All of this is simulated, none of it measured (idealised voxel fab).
Process module under the name voxel wiring stack
Section shown: cut. Width: 175 nm. Cell size: 5 nm, square.
In this document a cross-section is written as a grid of square cells. It is given as a series of bands, listed from the top down, and a band is one or more rows of cells.
This entry defines a band. It first specifies the height of the band's top and the height of its bottom in nm, and then specifies the band's materials from left to right, stating each material with its width in nm. The word "throughout" identifies a single material that fills the band from edge to edge, while the word "empty" identifies empty space.
Counting heights begins at 0, where everything beneath is, in the wafer as received, one material. The lowest band has no bottom; it goes on downwards, as "0..down" shows.
The notation "30 to 40" denotes a width that varies across the rows of cells in the band, beginning at the first number in the top row, finishing at the second number in the bottom row, and changing by an identical amount from each row to the next.
For the purposes of this document, the phrase "identical to before" attached to a step denotes that no cell within the cross-section was modified by that step.
"Closed void roster" - sealed voids, min. 8 cells, no opening to top; format: width x height at distance (distance from left edge; nm throughout).
Past the settings on a step's line: simulator remark, on that step.
On any step carrying a mask, the "overlay nm" setting, if present on the step's line, tells how far right of its planned place the mask lay; negative values point to the left.
[Here's what the planned process steps look like]
1) RECEIVE | material Si
2) CONFORMAL_DEP | material SiO2 | thk nm 15
3) DIRECTIONAL_DEP | material TiN | thk nm 5
4) DIRECTIONAL_DEP | material Ru | thk nm 25
5) DIRECTIONAL_DEP | material aC | thk nm 15
6) PATTERN | tone cover | mask id METAL_1 | material resist | width nm 30 | pitch nm 50 | thk nm 30 | overlay nm 0
7) DIRECTIONAL_ETCH | etch materials aC | depth nm 15
8) STRIP | etch materials resist
9) DIRECTIONAL_ETCH | etch materials Ru | depth nm 25
10) DIRECTIONAL_ETCH | etch materials TiN | depth nm 5
11) STRIP | etch materials aC
12) FILL_DEP | material lowk | thk nm 10
13) CMP | height nm 45
14) CONFORMAL_DEP | material SiCN | thk nm 5
15) DIRECTIONAL_DEP | material SiO2 | thk nm 30
16) MASKED_ETCH | tone open | mask id METAL_2 | width nm 30 | pitch nm 50 | etch materials SiO2 | depth nm 15 | overlay nm 0
17) PATTERN | tone open | mask id METAL_2_HOLES | material resist | width nm 15 | pitch nm 50 | thk nm 20 | overlay nm 0
18) DIRECTIONAL_ETCH | etch materials SiO2 | depth nm 15
19) DIRECTIONAL_ETCH | etch materials SiCN | depth nm 5
20) STRIP | etch materials resist
21) CONFORMAL_DEP | material TiN | thk nm 5
22) FILL_DEP | material Ru | thk nm 10
23) CMP | height nm 80
24) CONFORMAL_DEP | material SiCN | thk nm 5
25) DIRECTIONAL_DEP | material lowk | thk nm 10
26) PATTERN | tone open | mask id PLUG_2 | material resist | width nm 15 | thk nm 20 | overlay nm 0
27) DIRECTIONAL_ETCH | etch materials lowk | depth nm 10
28) DIRECTIONAL_ETCH | etch materials SiCN | depth nm 5
29) STRIP | etch materials resist
30) EPI | material Ru | thk nm 10
31) EPI | material Ru | thk nm 5
32) DIRECTIONAL_DEP | material TiN | thk nm 5
33) DIRECTIONAL_DEP | material Ru | thk nm 20
34) DIRECTIONAL_DEP | material aC | thk nm 10
35) PATTERN | tone cover | mask id METAL_3 | material resist | width nm 30 | pitch nm 50 | thk nm 30 | overlay nm 0
36) DIRECTIONAL_ETCH | etch materials aC | depth nm 10
37) STRIP | etch materials resist
38) DIRECTIONAL_ETCH | etch materials Ru | depth nm 20
39) DIRECTIONAL_ETCH | etch materials TiN | depth nm 5
40) STRIP | etch materials aC
41) FILL_DEP | material lowk | thk nm 5
42) CMP | height nm 120
43) CONFORMAL_DEP | material SiCN | thk nm 5
[So, the first of our two wafers, run just as we planned it]
[The cross-section here shows the wafer as received, i.e. in its state after step 1]
- 0..down  Si throughout
- Closed void roster: none
[Once step 2 is through, the wafer looks like this in cross-section]
- 15..0  SiO2 throughout
- Everything below 0 is unchanged.
[Once step 3 is through, the wafer looks like this in cross-section]
- 20..15  TiN throughout
- Everything below 15 is unchanged.
[Once step 4 is through, the wafer looks like this in cross-section]
- 45..20  Ru throughout
- Everything below 20 is unchanged.
[Once step 5 is through, the wafer looks like this in cross-section]
- 60..45  aC throughout
- Everything below 45 is unchanged.
[Once step 6 is through, the wafer looks like this in cross-section]
- 90..60  empty (45)  resist (30)  empty (20)  resist (30)  empty (50)
- Everything below 60 is unchanged.
[Once step 7 is through, the wafer looks like this in cross-section]
- 75..60  empty (45)  resist (30)  empty (20)  resist (30)  empty (50)
- 60..45  empty (45)  aC (30)  empty (20)  aC (30)  empty (50)
- Everything below 45 is unchanged.
[Once step 8 is through, the wafer looks like this in cross-section]
- 60..45  empty (45)  aC (30)  empty (20)  aC (30)  empty (50)
- Everything below 45 is unchanged.
[Once step 9 is through, the wafer looks like this in cross-section]
- 60..45  empty (45)  aC (30)  empty (20)  aC (30)  empty (50)
- 45..20  empty (45)  Ru (30)  empty (20)  Ru (30)  empty (50)
- Everything below 20 is unchanged.
[Once step 10 is through, the wafer looks like this in cross-section]
- 60..45  empty (45)  aC (30)  empty (20)  aC (30)  empty (50)
- 45..20  empty (45)  Ru (30)  empty (20)  Ru (30)  empty (50)
- 20..15  empty (45)  TiN (30)  empty (20)  TiN (30)  empty (50)
- Everything below 15 is unchanged.
[Once step 11 is through, the wafer looks like this in cross-section]
- 45..20  empty (45)  Ru (30)  empty (20)  Ru (30)  empty (50)
- Everything below 20 is unchanged.
[Once step 12 is through, the wafer looks like this in cross-section]
- 55..45  lowk throughout
- 45..20  lowk (45)  Ru (30)  lowk (20)  Ru (30)  lowk (50)
- 20..15  lowk (45)  TiN (30)  lowk (20)  TiN (30)  lowk (50)
- Everything below 15 is unchanged.
[Once step 13 is through, the wafer looks like this in cross-section]
- 45..20  lowk (45)  Ru (30)  lowk (20)  Ru (30)  lowk (50)
- Everything below 20 is unchanged.
[Once step 14 is through, the wafer looks like this in cross-section]
- 50..45  SiCN throughout
- Everything below 45 is unchanged.
[Once step 15 is through, the wafer looks like this in cross-section]
- 80..50  SiO2 throughout
- Everything below 50 is unchanged.
[Once step 16 is through, the wafer looks like this in cross-section]
- 80..65  SiO2 (45)  empty (30)  SiO2 (20)  empty (30)  SiO2 (50)
- Everything below 65 is unchanged.
[Once step 17 is through, the wafer looks like this in cross-section]
- 100..80  resist (45)  empty (15)  resist (35)  empty (15)  resist (65)
- 80..65  SiO2 (45)  empty (15)  resist (15)  SiO2 (20)  empty (15)  resist (15)  SiO2 (50)
- Everything below 65 is unchanged.
[Once step 18 is through, the wafer looks like this in cross-section]
- 100..80  resist (45)  empty (15)  resist (35)  empty (15)  resist (65)
- 80..65  SiO2 (45)  empty (15)  resist (15)  SiO2 (20)  empty (15)  resist (15)  SiO2 (50)
- 65..50  SiO2 (45)  empty (15)  SiO2 (35)  empty (15)  SiO2 (65)
- Everything below 50 is unchanged.
[Once step 19 is through, the wafer looks like this in cross-section]
- 100..80  resist (45)  empty (15)  resist (35)  empty (15)  resist (65)
- 80..65  SiO2 (45)  empty (15)  resist (15)  SiO2 (20)  empty (15)  resist (15)  SiO2 (50)
- 65..50  SiO2 (45)  empty (15)  SiO2 (35)  empty (15)  SiO2 (65)
- 50..45  SiCN (45)  empty (15)  SiCN (35)  empty (15)  SiCN (65)
- Everything below 45 is unchanged.
[Once step 20 is through, the wafer looks like this in cross-section]
- 80..65  SiO2 (45)  empty (30)  SiO2 (20)  empty (30)  SiO2 (50)
- Everything below 65 is unchanged.
[Once step 21 is through, the wafer looks like this in cross-section]
- 85..80  TiN (50)  empty (20)  TiN (30)  empty (20)  TiN (55)
- 80..70  SiO2 (45)  TiN (5)  empty (20)  TiN (5)  SiO2 (20)  TiN (5)  empty (20)  TiN (5)  SiO2 (50)
- 70..65  SiO2 (45)  TiN (5)  empty (5)  TiN (20)  SiO2 (20)  TiN (5)  empty (5)  TiN (20)  SiO2 (50)
- 65..50  SiO2 (45)  TiN (5)  empty (5)  TiN (5)  SiO2 (35)  TiN (5)  empty (5)  TiN (5)  SiO2 (65)
- 50..45  SiCN (45)  TiN (15)  SiCN (35)  TiN (15)  SiCN (65)
- Everything below 45 is unchanged.
[Once step 22 is through, the wafer looks like this in cross-section]
- 95..85  Ru throughout
- 85..80  TiN (50)  Ru (20)  TiN (30)  Ru (20)  TiN (55)
- 80..70  SiO2 (45)  TiN (5)  Ru (20)  TiN (5)  SiO2 (20)  TiN (5)  Ru (20)  TiN (5)  SiO2 (50)
- 70..65  SiO2 (45)  TiN (5)  Ru (5)  TiN (20)  SiO2 (20)  TiN (5)  Ru (5)  TiN (20)  SiO2 (50)
- 65..50  SiO2 (45)  TiN (5)  Ru (5)  TiN (5)  SiO2 (35)  TiN (5)  Ru (5)  TiN (5)  SiO2 (65)
- Everything below 50 is unchanged.
[Once step 23 is through, the wafer looks like this in cross-section]
- 80..70  SiO2 (45)  TiN (5)  Ru (20)  TiN (5)  SiO2 (20)  TiN (5)  Ru (20)  TiN (5)  SiO2 (50)
- Everything below 70 is unchanged.
[Once step 24 is through, the wafer looks like this in cross-section]
- 85..80  SiCN throughout
- Everything below 80 is unchanged.
[Once step 25 is through, the wafer looks like this in cross-section]
- 95..85  lowk throughout
- Everything below 85 is unchanged.
[Once step 26 is through, the wafer looks like this in cross-section]
- 115..95  resist (45)  empty (15)  resist (115)
- Everything below 95 is unchanged.
[Once step 27 is through, the wafer looks like this in cross-section]
- 115..95  resist (45)  empty (15)  resist (115)
- 95..85  lowk (45)  empty (15)  lowk (115)
- Everything below 85 is unchanged.
[Once step 28 is through, the wafer looks like this in cross-section]
- 115..95  resist (45)  empty (15)  resist (115)
- 95..85  lowk (45)  empty (15)  lowk (115)
- 85..80  SiCN (45)  empty (15)  SiCN (115)
- Everything below 80 is unchanged.
[Once step 29 is through, the wafer looks like this in cross-section]
- 95..85  lowk (45)  empty (15)  lowk (115)
- Everything below 85 is unchanged.
[Once step 30 is through, the wafer looks like this in cross-section]
- 95..90  lowk (45)  empty (15)  lowk (115)
- 90..85  lowk (45)  Ru (15)  lowk (115)
- 85..80  SiCN (45)  Ru (15)  SiCN (115)
- Everything below 80 is unchanged.
[Once step 31 is through, the wafer looks like this in cross-section]
- 95..85  lowk (45)  Ru (15)  lowk (115)
- Everything below 85 is unchanged.
[Once step 32 is through, the wafer looks like this in cross-section]
- 100..95  TiN throughout
- Everything below 95 is unchanged.
[Once step 33 is through, the wafer looks like this in cross-section]
- 120..100  Ru throughout
- Everything below 100 is unchanged.
[Once step 34 is through, the wafer looks like this in cross-section]
- 130..120  aC throughout
- Everything below 120 is unchanged.
[Once step 35 is through, the wafer looks like this in cross-section]
- 160..130  empty (45)  resist (30)  empty (20)  resist (30)  empty (50)
- Everything below 130 is unchanged.
[Once step 36 is through, the wafer looks like this in cross-section]
- 150..130  empty (45)  resist (30)  empty (20)  resist (30)  empty (50)
- 130..120  empty (45)  aC (30)  empty (20)  aC (30)  empty (50)
- Everything below 120 is unchanged.
[Once step 37 is through, the wafer looks like this in cross-section]
- 130..120  empty (45)  aC (30)  empty (20)  aC (30)  empty (50)
- Everything below 120 is unchanged.
[Once step 38 is through, the wafer looks like this in cross-section]
- 130..120  empty (45)  aC (30)  empty (20)  aC (30)  empty (50)
- 120..100  empty (45)  Ru (30)  empty (20)  Ru (30)  empty (50)
- Everything below 100 is unchanged.
[Once step 39 is through, the wafer looks like this in cross-section]
- 130..120  empty (45)  aC (30)  empty (20)  aC (30)  empty (50)
- 120..100  empty (45)  Ru (30)  empty (20)  Ru (30)  empty (50)
- 100..95  empty (45)  TiN (30)  empty (20)  TiN (30)  empty (50)
- Everything below 95 is unchanged.
[Once step 40 is through, the wafer looks like this in cross-section]
- 120..100  empty (45)  Ru (30)  empty (20)  Ru (30)  empty (50)
- Everything below 100 is unchanged.
[Once step 41 is through, the wafer looks like this in cross-section]
- 125..120  lowk throughout
- 120..100  lowk (45)  Ru (30)  lowk (20)  Ru (30)  lowk (50)
- 100..95  lowk (45)  TiN (30)  lowk (20)  TiN (30)  lowk (50)
- Everything below 95 is unchanged.
[Once step 42 is through, the wafer looks like this in cross-section]
- 120..100  lowk (45)  Ru (30)  lowk (20)  Ru (30)  lowk (50)
- Everything below 100 is unchanged.
[Once step 43 is through, the wafer looks like this in cross-section]
- 125..120  SiCN throughout
- Everything below 120 is unchanged.
[The second wafer began exactly as the first did and followed the same plan, but one mistake was made while running it; through step 23 inclusive, the two wafers are identical]
[Cross-sectional representation of the second wafer at the time designated in the plan for the completion of step 24]
- 90..80  lowk throughout
- Everything below 80 is unchanged.
[Cross-sectional representation of the second wafer at the time designated in the plan for the completion of step 25]
- 95..90  SiCN throughout
- Everything below 90 is unchanged.
[Cross-sectional representation of the second wafer at the time designated in the plan for the completion of step 26]
- 115..95  resist (45)  empty (15)  resist (115)
- Everything below 95 is unchanged.
Cross-sectional representation of the second wafer at the time designated in the plan for the completion of step 27: identical to before
[Cross-sectional representation of the second wafer at the time designated in the plan for the completion of step 28]
- 115..95  resist (45)  empty (15)  resist (115)
- 95..90  SiCN (45)  empty (15)  SiCN (115)
- Everything below 90 is unchanged.
[Cross-sectional representation of the second wafer at the time designated in the plan for the completion of step 29]
- 95..90  SiCN (45)  empty (15)  SiCN (115)
- Everything below 90 is unchanged.
Cross-sectional representation of the second wafer at the time designated in the plan for the completion of step 30: identical to before
Cross-sectional representation of the second wafer at the time designated in the plan for the completion of step 31: identical to before
[Cross-sectional representation of the second wafer at the time designated in the plan for the completion of step 32]
- 100..95  TiN (45)  empty (15)  TiN (115)
- 95..90  SiCN (45)  TiN (15)  SiCN (115)
- Everything below 90 is unchanged.
[Cross-sectional representation of the second wafer at the time designated in the plan for the completion of step 33]
- 120..115  Ru (45)  empty (15)  Ru (115)
- 115..100  Ru throughout
- 100..95  TiN (45)  Ru (15)  TiN (115)
- Everything below 95 is unchanged.
[Cross-sectional representation of the second wafer at the time designated in the plan for the completion of step 34]
- 130..125  aC (45)  empty (15)  aC (115)
- 125..120  aC throughout
- 120..115  Ru (45)  aC (15)  Ru (115)
- Everything below 115 is unchanged.
[Cross-sectional representation of the second wafer at the time designated in the plan for the completion of step 35]
- 160..130  empty (45)  resist (30)  empty (20)  resist (30)  empty (50)
- 130..125  aC (45)  resist (15)  aC (115)
- Everything below 125 is unchanged.
[Cross-sectional representation of the second wafer at the time designated in the plan for the completion of step 36]
- 150..130  empty (45)  resist (30)  empty (20)  resist (30)  empty (50)
- 130..125  empty (45)  resist (15)  aC (15)  empty (20)  aC (30)  empty (50)
- 125..120  empty (45)  aC (30)  empty (20)  aC (30)  empty (50)
- Everything below 120 is unchanged.
[Cross-sectional representation of the second wafer at the time designated in the plan for the completion of step 37]
- 130..120  empty (60 to 45)  aC (15 to 30)  empty (20)  aC (30)  empty (50)
- Everything below 120 is unchanged.
[Cross-sectional representation of the second wafer at the time designated in the plan for the completion of step 38]
- 130..120  empty (60 to 45)  aC (15 to 30)  empty (20)  aC (30)  empty (50)
- 120..115  empty (45)  aC (15)  Ru (15)  empty (20)  Ru (30)  empty (50)
- 115..100  empty (45)  Ru (30)  empty (20)  Ru (30)  empty (50)
- Everything below 100 is unchanged.
[Cross-sectional representation of the second wafer at the time designated in the plan for the completion of step 39]
- 130..120  empty (60 to 45)  aC (15 to 30)  empty (20)  aC (30)  empty (50)
- 120..115  empty (45)  aC (15)  Ru (15)  empty (20)  Ru (30)  empty (50)
- 115..100  empty (45)  Ru (30)  empty (20)  Ru (30)  empty (50)
- 100..95  empty (45)  Ru (15)  TiN (15)  empty (20)  TiN (30)  empty (50)
- Everything below 95 is unchanged.
[Cross-sectional representation of the second wafer at the time designated in the plan for the completion of step 40]
- 120..115  empty (60)  Ru (15)  empty (20)  Ru (30)  empty (50)
- Everything below 115 is unchanged.
[Cross-sectional representation of the second wafer at the time designated in the plan for the completion of step 41]
- 125..120  lowk throughout
- 120..115  lowk (60)  Ru (15)  lowk (20)  Ru (30)  lowk (50)
- 115..100  lowk (45)  Ru (30)  lowk (20)  Ru (30)  lowk (50)
- 100..95  lowk (45)  Ru (15)  TiN (15)  lowk (20)  TiN (30)  lowk (50)
- Everything below 95 is unchanged.
[Cross-sectional representation of the second wafer at the time designated in the plan for the completion of step 42]
- 120..115  lowk (60)  Ru (15)  lowk (20)  Ru (30)  lowk (50)
- Everything below 115 is unchanged.
[Cross-sectional representation of the second wafer at the time designated in the plan for the completion of step 43]
- 125..120  SiCN throughout
- Everything below 120 is unchanged.
Short version of what went wrong: steps 24 and 25 traded places in the executed sequence
Final comparison by cell count, materials where the second wafer has more or fewer than the first: Ru: 9 fewer | lowk: 9 more
